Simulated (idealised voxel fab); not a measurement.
process module | voxel lift off
cross-section cut | 295 nm wide | cells 5 nm
A cross-section is a grid of square cells, given in bands from the top down. A band is one or more rows of cells.
Each band's line starts with the height of the band's top and of its bottom, in nm. Then come its materials from left to right, each with its width in nm. One material with "throughout" fills the band from edge to edge. "air" is empty space.
Height 0 is the level under which the wafer as received is all one material. The lowest band goes on downwards, as in "0 down".
A width such as "30 to 40" changes by the same amount from each row of cells to the next, from the band's top row to its bottom row.
"no change" after a step means that no cell of the cross-section changed.
closed voids: empty space of 8 cells or more with no open way to the top, each as width x height at its distance from the left edge, in nm
after a step's settings: what the simulator itself notes on the step
overlay nm, on a step with a mask: how far to the right of its planned place the mask lay; to the left if negative
plan
1 op RECEIVE | material Si
2 op CONFORMAL_DEP | material Al2O3 | thk nm 5
3 op PATTERN | tone open | mask id LINES | material resist | width nm 30 | pitch nm 50 | thk nm 30 | overlay nm 0
4 op DIRECTIONAL_DEP | material Ru | thk nm 15
5 op STRIP | etch materials resist
6 op CONFORMAL_DEP | material SiCN | thk nm 5
as received, after step 1
  0 down: Si throughout
  closed voids: none
first wafer at the end, as planned
  25 to 20: air 100 | SiCN 40 | air 10 | SiCN 40 | air 105
  20 to 10: air 100 | SiCN 5 | Ru 30 | SiCN 5 | air 10 | SiCN 5 | Ru 30 | SiCN 5 | air 105
  10 to 5: SiCN 105 | Ru 30 | SiCN 20 | Ru 30 | SiCN 110
  5 to 0: Al2O3 throughout
  0 down: Si throughout
  closed voids: none
second wafer at the end: like start, like plan, one mistake
  35 to 30: air 100 | SiCN 40 | air 10 | SiCN 40 | air 105
  30 to 10: air 100 | SiCN 5 | Ru 30 | SiCN 5 | air 10 | SiCN 5 | Ru 30 | SiCN 5 | air 105
  10 to 5: SiCN 105 | Ru 30 | SiCN 20 | Ru 30 | SiCN 110
  5 to 0: Al2O3 throughout
  0 down: Si throughout
  closed voids: none
what went wrong: step 4 ran as: op DIRECTIONAL_DEP | material Ru | thk nm 25
at the end the second wafer has, in cells: 24 more of Ru | 8 more of SiCN
